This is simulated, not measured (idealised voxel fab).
This is a process module. Its name is voxel trench capacitor.
We display cut, a cross-section 270 nm in width whose square cells are each 5 nm.
Reading order for cross-sections: top band down to bottom band. Underlying form: a grid of square cells. Band size: one or more rows of cells.
Band entry format. Leading values: height of top, height of bottom, nm. Remainder: materials in left-to-right order, each with its width in nm. Special words: "edge to edge" on a single material, which then fills the band edge to edge; "air", empty space.
The level at which height equals 0 is the one under which the wafer, as it arrives, is entirely one material. No lower edge exists for the bottom band, which continues downward and is notated as in "top 0, no bottom".
You'd read "30 to 40" like this: the band's top row of cells is as wide as the first number, its bottom row is as wide as the second, and going down, every row changes width by the same amount as the row before did.
"nothing got changed" means the step left every cell of the cross-section as it was.
In "Entrapped void list" the enclosed voids are listed, meaning empty spaces of 8 cells or larger without any opening to the top. The form is width x height at distance, distance from the left edge, units nm.
Past the settings on a step's line: simulator remark, on that step.
overlay nm: how far to the right of its planned place the mask lay on this masked step (negative: to the left).
## Set out below are the planned steps of the process
1. RECEIVE [material Si]
2. CONFORMAL_DEP [material SiN] [thk nm 5]
3. MASKED_ETCH [tone open] [mask id TRENCH] [width nm 15] [pitch nm 40] [etch materials SiN] [depth nm 5] [overlay nm 0]
4. MASKED_ETCH [tone open] [mask id TRENCH] [width nm 15] [pitch nm 40] [etch materials Si] [depth nm 30] [overlay nm 0]
5. CONFORMAL_DEP [material Al2O3] [thk nm 5]
6. FILL_DEP [material polySi] [thk nm 10]
7. CMP [height nm 5]
## So this is the incoming wafer in cross-section - it's already been through step 1
top 0, no bottom: Si edge to edge
Entrapped void list: none
## End-of-module cross-section. Starting structure and process plan as above; one mistake made in running it
top 20, bottom 10: polySi edge to edge
top 10, bottom 5: 90 Al2O3, 5 polySi, 35 Al2O3, 5 polySi, 35 Al2O3, 5 polySi, 95 Al2O3
top 5, bottom 0: 85 SiN, 5 Al2O3, 5 polySi, 5 Al2O3, 25 SiN, 5 Al2O3, 5 polySi, 5 Al2O3, 25 SiN, 5 Al2O3, 5 polySi, 5 Al2O3, 90 SiN
top 0, bottom -25: 85 Si, 5 Al2O3, 5 polySi, 5 Al2O3, 25 Si, 5 Al2O3, 5 polySi, 5 Al2O3, 25 Si, 5 Al2O3, 5 polySi, 5 Al2O3, 90 Si
top -25, bottom -30: 85 Si, 15 Al2O3, 25 Si, 15 Al2O3, 25 Si, 15 Al2O3, 90 Si
top -30, no bottom: Si edge to edge
Entrapped void list: none
Error vs. plan: execution of step 7 of the plan did not take place, the step having been omitted
